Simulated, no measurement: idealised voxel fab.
Documented hereafter: the process module known as voxel capacitor over wiring.
It is cross-section cut that appears here, measuring 245 nm in width, its square cells being 5 nm in size.
Cross-section layout: square cells on a grid; listed as bands, top to bottom; a band spans one or more cell rows.
Band: top and bottom heights (nm) first, top before bottom; then materials from left to right, widths in nm. "edge to edge" marks a sole material filling the band edge to edge. "blank" denotes empty space.
Heights are measured from 0, the level below which the as-received wafer is all one material; the lowest band has no bottom and continues downward, written as in "0..down".
With a width like "30->40", each row of cells in the band differs from the next by the same amount, the top row carrying the first number and the bottom row the second.
"nothing different" means the step left every cell of the cross-section as it was.
Heads up: "Enclosed cavities" only lists the empty pockets with no open path to the top that are 8 cells or more, and it writes them as width x height at distance, distance from the left edge, in nm.
Anything after a step's settings on that line? It's the simulator's own note about the step.
You can add "overlay nm" to a step's line. For a step with a mask, it describes how far the mask lay to the right of its planned position, and a negative number describes a lay to the left.
Planned step list for the process:
1,RECEIVE: material Si
2,CONFORMAL_DEP: material SiO2, thk nm 10
3,CONFORMAL_DEP: material SiN, thk nm 5
4,DIRECTIONAL_DEP: material SiO2, thk nm 15
5,PATTERN: tone open, mask id METAL_1, material resist, width nm 30, pitch nm 95, thk nm 20, overlay nm 0
6,DIRECTIONAL_ETCH: etch materials SiO2, depth nm 15
7,DIRECTIONAL_ETCH: etch materials SiN, depth nm 5
8,STRIP: etch materials resist
9,CONFORMAL_DEP: material TiN, thk nm 5
10,FILL_DEP: material W, thk nm 5
11,CMP: height nm 30
12,EPI: material Ru, thk nm 5
13,FILL_DEP: material SiCN, thk nm 5
14,DIRECTIONAL_DEP: material lowk, thk nm 20
15,DIRECTIONAL_DEP: material aC, thk nm 10
16,PATTERN: tone open, mask id PLUG_1, material resist, width nm 15, thk nm 30, overlay nm 0
17,DIRECTIONAL_ETCH: etch materials aC, depth nm 10
18,STRIP: etch materials resist
19,DIRECTIONAL_ETCH: etch materials lowk, depth nm 20
20,DIRECTIONAL_ETCH: etch materials SiCN, depth nm 5
21,STRIP: etch materials aC
22,EPI: material Ru, thk nm 10
23,EPI: material Ru, thk nm 10
24,EPI: material Ru, thk nm 5
25,DIRECTIONAL_DEP: material TiN, thk nm 5
26,DIRECTIONAL_DEP: material Al2O3, thk nm 5
27,DIRECTIONAL_DEP: material TiN, thk nm 5
28,PATTERN: tone cover, mask id UPPER_PLATE, material resist, width nm 70, thk nm 20, overlay nm 0
29,DIRECTIONAL_ETCH: etch materials TiN, depth nm 5
30,DIRECTIONAL_ETCH: etch materials Al2O3, depth nm 5
31,STRIP: etch materials resist
32,DIRECTIONAL_DEP: material aC, thk nm 10
33,PATTERN: tone cover, mask id LOWER_PLATE, material resist, width nm 80, thk nm 30, overlay nm 0
34,DIRECTIONAL_ETCH: etch materials aC, depth nm 10
35,STRIP: etch materials resist
36,DIRECTIONAL_ETCH: etch materials TiN, depth nm 5
37,STRIP: etch materials aC
38,FILL_DEP: material SiO2, thk nm 15
39,CMP: height nm 85
40,PATTERN: tone open, mask id PLUG_2, material resist, width nm 15, thk nm 15, overlay nm 0
41,DIRECTIONAL_ETCH: etch materials SiO2, depth nm 10
42,STRIP: etch materials resist
43,CONFORMAL_DEP: material TiN, thk nm 5
44,FILL_DEP: material Cu, thk nm 5
45,CMP: height nm 85
46,CONFORMAL_DEP: material SiCN, thk nm 5
First out of two wafers; run went to plan:
Cross-section of the wafer as it came to us, i.e., already through step 1:
  0..down: Si edge to edge
  Enclosed cavities: none
The wafer in cross-section once step 2 is complete:
  10..0: SiO2 edge to edge
  Beneath the level 0, the cross-section is identical to its previous state.
The wafer in cross-section once step 3 is complete:
  15..10: SiN edge to edge
  Beneath the level 10, the cross-section is identical to its previous state.
The wafer in cross-section once step 4 is complete:
  30..15: SiO2 edge to edge
  Beneath the level 15, the cross-section is identical to its previous state.
The wafer in cross-section once step 5 is complete:
  50..30: 60 resist, 30 blank, 65 resist, 30 blank, 60 resist
  Beneath the level 30, the cross-section is identical to its previous state.
The wafer in cross-section once step 6 is complete:
  50..30: 60 resist, 30 blank, 65 resist, 30 blank, 60 resist
  30..15: 60 SiO2, 30 blank, 65 SiO2, 30 blank, 60 SiO2
  Beneath the level 15, the cross-section is identical to its previous state.
The wafer in cross-section once step 7 is complete:
  50..30: 60 resist, 30 blank, 65 resist, 30 blank, 60 resist
  30..15: 60 SiO2, 30 blank, 65 SiO2, 30 blank, 60 SiO2
  15..10: 60 SiN, 30 blank, 65 SiN, 30 blank, 60 SiN
  Beneath the level 10, the cross-section is identical to its previous state.
The wafer in cross-section once step 8 is complete:
  30..15: 60 SiO2, 30 blank, 65 SiO2, 30 blank, 60 SiO2
  Beneath the level 15, the cross-section is identical to its previous state.
The wafer in cross-section once step 9 is complete:
  35..30: 65 TiN, 20 blank, 75 TiN, 20 blank, 65 TiN
  30..15: 60 SiO2, 5 TiN, 20 blank, 5 TiN, 65 SiO2, 5 TiN, 20 blank, 5 TiN, 60 SiO2
  15..10: 60 SiN, 30 TiN, 65 SiN, 30 TiN, 60 SiN
  Beneath the level 10, the cross-section is identical to its previous state.
The wafer in cross-section once step 10 is complete:
  40..35: W edge to edge
  35..30: 65 TiN, 20 W, 75 TiN, 20 W, 65 TiN
  30..15: 60 SiO2, 5 TiN, 20 W, 5 TiN, 65 SiO2, 5 TiN, 20 W, 5 TiN, 60 SiO2
  Beneath the level 15, the cross-section is identical to its previous state.
The wafer in cross-section once step 11 is complete:
  30..15: 60 SiO2, 5 TiN, 20 W, 5 TiN, 65 SiO2, 5 TiN, 20 W, 5 TiN, 60 SiO2
  Beneath the level 15, the cross-section is identical to its previous state.
The wafer in cross-section once step 12 is complete:
  35..30: 55 blank, 40 Ru, 55 blank, 40 Ru, 55 blank
  Beneath the level 30, the cross-section is identical to its previous state.
The wafer in cross-section once step 13 is complete:
  40..35: SiCN edge to edge
  35..30: 55 SiCN, 40 Ru, 55 SiCN, 40 Ru, 55 SiCN
  Beneath the level 30, the cross-section is identical to its previous state.
The wafer in cross-section once step 14 is complete:
  60..40: lowk edge to edge
  Beneath the level 40, the cross-section is identical to its previous state.
The wafer in cross-section once step 15 is complete:
  70..60: aC edge to edge
  Beneath the level 60, the cross-section is identical to its previous state.
The wafer in cross-section once step 16 is complete:
  100..70: 75 resist, 15 blank, 155 resist
  Beneath the level 70, the cross-section is identical to its previous state.
The wafer in cross-section once step 17 is complete:
  90..70: 75 resist, 15 blank, 155 resist
  70..60: 75 aC, 15 blank, 155 aC
  Beneath the level 60, the cross-section is identical to its previous state.
The wafer in cross-section once step 18 is complete:
  70..60: 75 aC, 15 blank, 155 aC
  Beneath the level 60, the cross-section is identical to its previous state.
The wafer in cross-section once step 19 is complete:
  70..60: 75 aC, 15 blank, 155 aC
  60..40: 75 lowk, 15 blank, 155 lowk
  Beneath the level 40, the cross-section is identical to its previous state.
The wafer in cross-section once step 20 is complete:
  70..60: 75 aC, 15 blank, 155 aC
  60..40: 75 lowk, 15 blank, 155 lowk
  40..35: 75 SiCN, 15 blank, 155 SiCN
  Beneath the level 35, the cross-section is identical to its previous state.
The wafer in cross-section once step 21 is complete:
  60..40: 75 lowk, 15 blank, 155 lowk
  Beneath the level 40, the cross-section is identical to its previous state.
The wafer in cross-section once step 22 is complete:
  60..45: 75 lowk, 15 blank, 155 lowk
  45..40: 75 lowk, 15 Ru, 155 lowk
  40..35: 75 SiCN, 15 Ru, 155 SiCN
  Beneath the level 35, the cross-section is identical to its previous state.
The wafer in cross-section once step 23 is complete:
  60..55: 75 lowk, 15 blank, 155 lowk
  55..40: 75 lowk, 15 Ru, 155 lowk
  Beneath the level 40, the cross-section is identical to its previous state.
The wafer in cross-section once step 24 is complete:
  60..40: 75 lowk, 15 Ru, 155 lowk
  Beneath the level 40, the cross-section is identical to its previous state.
The wafer in cross-section once step 25 is complete:
  65..60: TiN edge to edge
  Beneath the level 60, the cross-section is identical to its previous state.
The wafer in cross-section once step 26 is complete:
  70..65: Al2O3 edge to edge
  Beneath the level 65, the cross-section is identical to its previous state.
The wafer in cross-section once step 27 is complete:
  75..70: TiN edge to edge
  Beneath the level 70, the cross-section is identical to its previous state.
The wafer in cross-section once step 28 is complete:
  95..75: 75 blank, 70 resist, 100 blank
  Beneath the level 75, the cross-section is identical to its previous state.
The wafer in cross-section once step 29 is complete:
  95..75: 75 blank, 70 resist, 100 blank
  75..70: 75 blank, 70 TiN, 100 blank
  Beneath the level 70, the cross-section is identical to its previous state.
The wafer in cross-section once step 30 is complete:
  95..75: 75 blank, 70 resist, 100 blank
  75..70: 75 blank, 70 TiN, 100 blank
  70..65: 75 blank, 70 Al2O3, 100 blank
  Beneath the level 65, the cross-section is identical to its previous state.
The wafer in cross-section once step 31 is complete:
  75..70: 75 blank, 70 TiN, 100 blank
  Beneath the level 70, the cross-section is identical to its previous state.
The wafer in cross-section once step 32 is complete:
  85..75: 75 blank, 70 aC, 100 blank
  75..70: 75 aC, 70 TiN, 100 aC
  70..65: 75 aC, 70 Al2O3, 100 aC
  Beneath the level 65, the cross-section is identical to its previous state.
The wafer in cross-section once step 33 is complete:
  115..85: 70 blank, 80 resist, 95 blank
  85..75: 70 blank, 5 resist, 70 aC, 5 resist, 95 blank
  Beneath the level 75, the cross-section is identical to its previous state.
The wafer in cross-section once step 34 is complete:
  105..85: 70 blank, 80 resist, 95 blank
  85..75: 70 blank, 5 resist, 70 aC, 5 resist, 95 blank
  75..70: 70 blank, 5 aC, 70 TiN, 5 aC, 95 blank
  70..65: 70 blank, 5 aC, 70 Al2O3, 5 aC, 95 blank
  Beneath the level 65, the cross-section is identical to its previous state.
The wafer in cross-section once step 35 is complete:
  85..75: 75 blank, 70 aC, 100 blank
  Beneath the level 75, the cross-section is identical to its previous state.
The wafer in cross-section once step 36 is complete:
  85..75: 75 blank, 70 aC, 100 blank
  75..70: 70 blank, 5 aC, 70 TiN, 5 aC, 95 blank
  70..65: 70 blank, 5 aC, 70 Al2O3, 5 aC, 95 blank
  65..60: 70 blank, 80 TiN, 95 blank
  Beneath the level 60, the cross-section is identical to its previous state.
The wafer in cross-section once step 37 is complete:
  75..70: 75 blank, 70 TiN, 100 blank
  70..65: 75 blank, 70 Al2O3, 100 blank
  Beneath the level 65, the cross-section is identical to its previous state.
The wafer in cross-section once step 38 is complete:
  90..75: SiO2 edge to edge
  75..70: 75 SiO2, 70 TiN, 100 SiO2
  70..65: 75 SiO2, 70 Al2O3, 100 SiO2
  65..60: 70 SiO2, 80 TiN, 95 SiO2
  Beneath the level 60, the cross-section is identical to its previous state.
The wafer in cross-section once step 39 is complete:
  85..75: SiO2 edge to edge
  Beneath the level 75, the cross-section is identical to its previous state.
The wafer in cross-section once step 40 is complete:
  100..85: 85 resist, 15 blank, 145 resist
  Beneath the level 85, the cross-section is identical to its previous state.
The wafer in cross-section once step 41 is complete:
  100..85: 85 resist, 15 blank, 145 resist
  85..75: 85 SiO2, 15 blank, 145 SiO2
  Beneath the level 75, the cross-section is identical to its previous state.
The wafer in cross-section once step 42 is complete:
  85..75: 85 SiO2, 15 blank, 145 SiO2
  Beneath the level 75, the cross-section is identical to its previous state.
The wafer in cross-section once step 43 is complete:
  90..85: 90 TiN, 5 blank, 150 TiN
  85..80: 85 SiO2, 5 TiN, 5 blank, 5 TiN, 145 SiO2
  80..70: 85->75 SiO2, 15->70 TiN, 145->100 SiO2
  Beneath the level 70, the cross-section is identical to its previous state.
The wafer in cross-section once step 44 is complete:
  95..90: Cu edge to edge
  90..85: 90 TiN, 5 Cu, 150 TiN
  85..80: 85 SiO2, 5 TiN, 5 Cu, 5 TiN, 145 SiO2
  Beneath the level 80, the cross-section is identical to its previous state.
The wafer in cross-section once step 45 is complete:
  85..80: 85 SiO2, 5 TiN, 5 Cu, 5 TiN, 145 SiO2
  Beneath the level 80, the cross-section is identical to its previous state.
The wafer in cross-section once step 46 is complete:
  90..85: SiCN edge to edge
  Beneath the level 85, the cross-section is identical to its previous state.
Wafer two of two - same starting point, same process plan, one mistake in execution; matches wafer one up to and including step 4:
X-section, second wafer, when step 5 was due to finish:
  50..30: 65 resist, 30 blank, 65 resist, 30 blank, 55 resist
  Beneath the level 30, the cross-section is identical to its previous state.
X-section, second wafer, when step 6 was due to finish:
  50..30: 65 resist, 30 blank, 65 resist, 30 blank, 55 resist
  30..15: 65 SiO2, 30 blank, 65 SiO2, 30 blank, 55 SiO2
  Beneath the level 15, the cross-section is identical to its previous state.
X-section, second wafer, when step 7 was due to finish:
  50..30: 65 resist, 30 blank, 65 resist, 30 blank, 55 resist
  30..15: 65 SiO2, 30 blank, 65 SiO2, 30 blank, 55 SiO2
  15..10: 65 SiN, 30 blank, 65 SiN, 30 blank, 55 SiN
  Beneath the level 10, the cross-section is identical to its previous state.
X-section, second wafer, when step 8 was due to finish:
  30..15: 65 SiO2, 30 blank, 65 SiO2, 30 blank, 55 SiO2
  Beneath the level 15, the cross-section is identical to its previous state.
X-section, second wafer, when step 9 was due to finish:
  35..30: 70 TiN, 20 blank, 75 TiN, 20 blank, 60 TiN
  30..15: 65 SiO2, 5 TiN, 20 blank, 5 TiN, 65 SiO2, 5 TiN, 20 blank, 5 TiN, 55 SiO2
  15..10: 65 SiN, 30 TiN, 65 SiN, 30 TiN, 55 SiN
  Beneath the level 10, the cross-section is identical to its previous state.
X-section, second wafer, when step 10 was due to finish:
  40..35: W edge to edge
  35..30: 70 TiN, 20 W, 75 TiN, 20 W, 60 TiN
  30..15: 65 SiO2, 5 TiN, 20 W, 5 TiN, 65 SiO2, 5 TiN, 20 W, 5 TiN, 55 SiO2
  Beneath the level 15, the cross-section is identical to its previous state.
X-section, second wafer, when step 11 was due to finish:
  30..15: 65 SiO2, 5 TiN, 20 W, 5 TiN, 65 SiO2, 5 TiN, 20 W, 5 TiN, 55 SiO2
  Beneath the level 15, the cross-section is identical to its previous state.
X-section, second wafer, when step 12 was due to finish:
  35..30: 60 blank, 40 Ru, 55 blank, 40 Ru, 50 blank
  Beneath the level 30, the cross-section is identical to its previous state.
X-section, second wafer, when step 13 was due to finish:
  40..35: SiCN edge to edge
  35..30: 60 SiCN, 40 Ru, 55 SiCN, 40 Ru, 50 SiCN
  Beneath the level 30, the cross-section is identical to its previous state.
X-section, second wafer, when step 14 was due to finish:
  60..40: lowk edge to edge
  Beneath the level 40, the cross-section is identical to its previous state.
X-section, second wafer, when step 15 was due to finish:
  70..60: aC edge to edge
  Beneath the level 60, the cross-section is identical to its previous state.
X-section, second wafer, when step 16 was due to finish:
  100..70: 75 resist, 15 blank, 155 resist
  Beneath the level 70, the cross-section is identical to its previous state.
X-section, second wafer, when step 17 was due to finish:
  90..70: 75 resist, 15 blank, 155 resist
  70..60: 75 aC, 15 blank, 155 aC
  Beneath the level 60, the cross-section is identical to its previous state.
X-section, second wafer, when step 18 was due to finish:
  70..60: 75 aC, 15 blank, 155 aC
  Beneath the level 60, the cross-section is identical to its previous state.
X-section, second wafer, when step 19 was due to finish:
  70..60: 75 aC, 15 blank, 155 aC
  60..40: 75 lowk, 15 blank, 155 lowk
  Beneath the level 40, the cross-section is identical to its previous state.
X-section, second wafer, when step 20 was due to finish:
  70..60: 75 aC, 15 blank, 155 aC
  60..40: 75 lowk, 15 blank, 155 lowk
  40..35: 75 SiCN, 15 blank, 155 SiCN
  Beneath the level 35, the cross-section is identical to its previous state.
X-section, second wafer, when step 21 was due to finish:
  60..40: 75 lowk, 15 blank, 155 lowk
  Beneath the level 40, the cross-section is identical to its previous state.
X-section, second wafer, when step 22 was due to finish:
  60..45: 75 lowk, 15 blank, 155 lowk
  45..40: 75 lowk, 15 Ru, 155 lowk
  40..35: 75 SiCN, 15 Ru, 155 SiCN
  Beneath the level 35, the cross-section is identical to its previous state.
X-section, second wafer, when step 23 was due to finish:
  60..55: 75 lowk, 15 blank, 155 lowk
  55..40: 75 lowk, 15 Ru, 155 lowk
  Beneath the level 40, the cross-section is identical to its previous state.
X-section, second wafer, when step 24 was due to finish:
  60..40: 75 lowk, 15 Ru, 155 lowk
  Beneath the level 40, the cross-section is identical to its previous state.
X-section, second wafer, when step 25 was due to finish:
  65..60: TiN edge to edge
  Beneath the level 60, the cross-section is identical to its previous state.
X-section, second wafer, when step 26 was due to finish:
  70..65: Al2O3 edge to edge
  Beneath the level 65, the cross-section is identical to its previous state.
X-section, second wafer, when step 27 was due to finish:
  75..70: TiN edge to edge
  Beneath the level 70, the cross-section is identical to its previous state.
X-section, second wafer, when step 28 was due to finish:
  95..75: 75 blank, 70 resist, 100 blank
  Beneath the level 75, the cross-section is identical to its previous state.
X-section, second wafer, when step 29 was due to finish:
  95..75: 75 blank, 70 resist, 100 blank
  75..70: 75 blank, 70 TiN, 100 blank
  Beneath the level 70, the cross-section is identical to its previous state.
X-section, second wafer, when step 30 was due to finish:
  95..75: 75 blank, 70 resist, 100 blank
  75..70: 75 blank, 70 TiN, 100 blank
  70..65: 75 blank, 70 Al2O3, 100 blank
  Beneath the level 65, the cross-section is identical to its previous state.
X-section, second wafer, when step 31 was due to finish:
  75..70: 75 blank, 70 TiN, 100 blank
  Beneath the level 70, the cross-section is identical to its previous state.
X-section, second wafer, when step 32 was due to finish:
  85..75: 75 blank, 70 aC, 100 blank
  75..70: 75 aC, 70 TiN, 100 aC
  70..65: 75 aC, 70 Al2O3, 100 aC
  Beneath the level 65, the cross-section is identical to its previous state.
X-section, second wafer, when step 33 was due to finish:
  115..85: 70 blank, 80 resist, 95 blank
  85..75: 70 blank, 5 resist, 70 aC, 5 resist, 95 blank
  Beneath the level 75, the cross-section is identical to its previous state.
X-section, second wafer, when step 34 was due to finish:
  105..85: 70 blank, 80 resist, 95 blank
  85..75: 70 blank, 5 resist, 70 aC, 5 resist, 95 blank
  75..70: 70 blank, 5 aC, 70 TiN, 5 aC, 95 blank
  70..65: 70 blank, 5 aC, 70 Al2O3, 5 aC, 95 blank
  Beneath the level 65, the cross-section is identical to its previous state.
X-section, second wafer, when step 35 was due to finish:
  85..75: 75 blank, 70 aC, 100 blank
  Beneath the level 75, the cross-section is identical to its previous state.
X-section, second wafer, when step 36 was due to finish:
  85..75: 75 blank, 70 aC, 100 blank
  75..70: 70 blank, 5 aC, 70 TiN, 5 aC, 95 blank
  70..65: 70 blank, 5 aC, 70 Al2O3, 5 aC, 95 blank
  65..60: 70 blank, 80 TiN, 95 blank
  Beneath the level 60, the cross-section is identical to its previous state.
X-section, second wafer, when step 37 was due to finish:
  75..70: 75 blank, 70 TiN, 100 blank
  70..65: 75 blank, 70 Al2O3, 100 blank
  Beneath the level 65, the cross-section is identical to its previous state.
X-section, second wafer, when step 38 was due to finish:
  90..75: SiO2 edge to edge
  75..70: 75 SiO2, 70 TiN, 100 SiO2
  70..65: 75 SiO2, 70 Al2O3, 100 SiO2
  65..60: 70 SiO2, 80 TiN, 95 SiO2
  Beneath the level 60, the cross-section is identical to its previous state.
X-section, second wafer, when step 39 was due to finish:
  85..75: SiO2 edge to edge
  Beneath the level 75, the cross-section is identical to its previous state.
X-section, second wafer, when step 40 was due to finish:
  100..85: 85 resist, 15 blank, 145 resist
  Beneath the level 85, the cross-section is identical to its previous state.
X-section, second wafer, when step 41 was due to finish:
  100..85: 85 resist, 15 blank, 145 resist
  85..75: 85 SiO2, 15 blank, 145 SiO2
  Beneath the level 75, the cross-section is identical to its previous state.
X-section, second wafer, when step 42 was due to finish:
  85..75: 85 SiO2, 15 blank, 145 SiO2
  Beneath the level 75, the cross-section is identical to its previous state.
X-section, second wafer, when step 43 was due to finish:
  90..85: 90 TiN, 5 blank, 150 TiN
  85..80: 85 SiO2, 5 TiN, 5 blank, 5 TiN, 145 SiO2
  80..70: 85->75 SiO2, 15->70 TiN, 145->100 SiO2
  Beneath the level 70, the cross-section is identical to its previous state.
X-section, second wafer, when step 44 was due to finish:
  95..90: Cu edge to edge
  90..85: 90 TiN, 5 Cu, 150 TiN
  85..80: 85 SiO2, 5 TiN, 5 Cu, 5 TiN, 145 SiO2
  Beneath the level 80, the cross-section is identical to its previous state.
X-section, second wafer, when step 45 was due to finish:
  85..80: 85 SiO2, 5 TiN, 5 Cu, 5 TiN, 145 SiO2
  Beneath the level 80, the cross-section is identical to its previous state.
X-section, second wafer, when step 46 was due to finish:
  90..85: SiCN edge to edge
  Beneath the level 85, the cross-section is identical to its previous state.
Here's what went sideways: heads up, step 5 didn't go per plan, it actually ran as PATTERN: tone open, mask id METAL_1, material resist, width nm 30, pitch nm 95, thk nm 20, overlay nm 5
Matching per-material cell counts, mismatched positions: that is how the second wafer compares with the first at the end.
